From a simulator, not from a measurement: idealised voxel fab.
process module | voxel ribs on slabs
cross-section cut | 190 nm wide | cells 5 nm
A cross-section is a grid of square cells, given in bands from the top down. A band is one or more rows of cells.
Each band's line starts with the height of the band's top and of its bottom, in nm. Then come its materials from left to right, each with its width in nm. One material with "throughout" fills the band from edge to edge. "air" is empty space.
Height 0 is the level under which the wafer as received is all one material. The lowest band goes on downwards, as in "0 down".
A width such as "30 to 40" changes by the same amount from each row of cells to the next, from the band's top row to its bottom row.
"no change" after a step means that no cell of the cross-section changed.
closed voids: empty space of 8 cells or more with no open way to the top, each as width x height at its distance from the left edge, in nm
after a step's settings: what the simulator itself notes on the step
overlay nm, on a step with a mask: how far to the right of its planned place the mask lay; to the left if negative
plan
1 op RECEIVE | material Si
2 op DIRECTIONAL_DEP | material SiO2 | thk nm 30
3 op DIRECTIONAL_DEP | material polySi | thk nm 20
4 op DIRECTIONAL_DEP | material aC | thk nm 10
5 op PATTERN | tone cover | mask id RIB | material resist | width nm 30 | thk nm 30 | overlay nm 0
6 op DIRECTIONAL_ETCH | etch materials aC | depth nm 10
7 op STRIP | etch materials resist
8 op DIRECTIONAL_ETCH | etch materials polySi | depth nm 5
9 op STRIP | etch materials aC
10 op DIRECTIONAL_DEP | material aC | thk nm 10
11 op PATTERN | tone cover | mask id SLAB | material resist | width nm 80 | thk nm 25 | overlay nm 0
12 op DIRECTIONAL_ETCH | etch materials aC | depth nm 10
13 op STRIP | etch materials resist
14 op DIRECTIONAL_ETCH | etch materials polySi | depth nm 15
15 op STRIP | etch materials aC
16 op FILL_DEP | material SiO2 | thk nm 30
17 op CMP | height nm 70
18 op DIRECTIONAL_DEP | material TiN | thk nm 5
19 op PATTERN | tone cover | mask id HEATER | material resist | width nm 40 | thk nm 20 | overlay nm 0
20 op DIRECTIONAL_ETCH | etch materials TiN | depth nm 5
21 op STRIP | etch materials resist
22 op CONFORMAL_DEP | material SiO2 | thk nm 10
as received, after step 1
  0 down: Si throughout
  closed voids: none
first wafer at the end, as planned
  85 to 80: air 65 | SiO2 60 | air 65
  80 to 75: SiO2 throughout
  75 to 70: SiO2 75 | TiN 40 | SiO2 75
  70 to 50: SiO2 throughout
  50 to 45: SiO2 80 | polySi 30 | SiO2 80
  45 to 30: SiO2 55 | polySi 80 | SiO2 55
  30 to 0: SiO2 throughout
  0 down: Si throughout
  closed voids: none
second wafer at the end: like start, like plan, one mistake
  75 to 70: air 75 | TiN 40 | air 75
  70 to 50: SiO2 throughout
  50 to 45: SiO2 80 | polySi 30 | SiO2 80
  45 to 30: SiO2 55 | polySi 80 | SiO2 55
  30 to 0: SiO2 throughout
  0 down: Si throughout
  closed voids: none
what went wrong: step 22 was left out
at the end the second wafer has, in cells: 80 fewer of SiO2
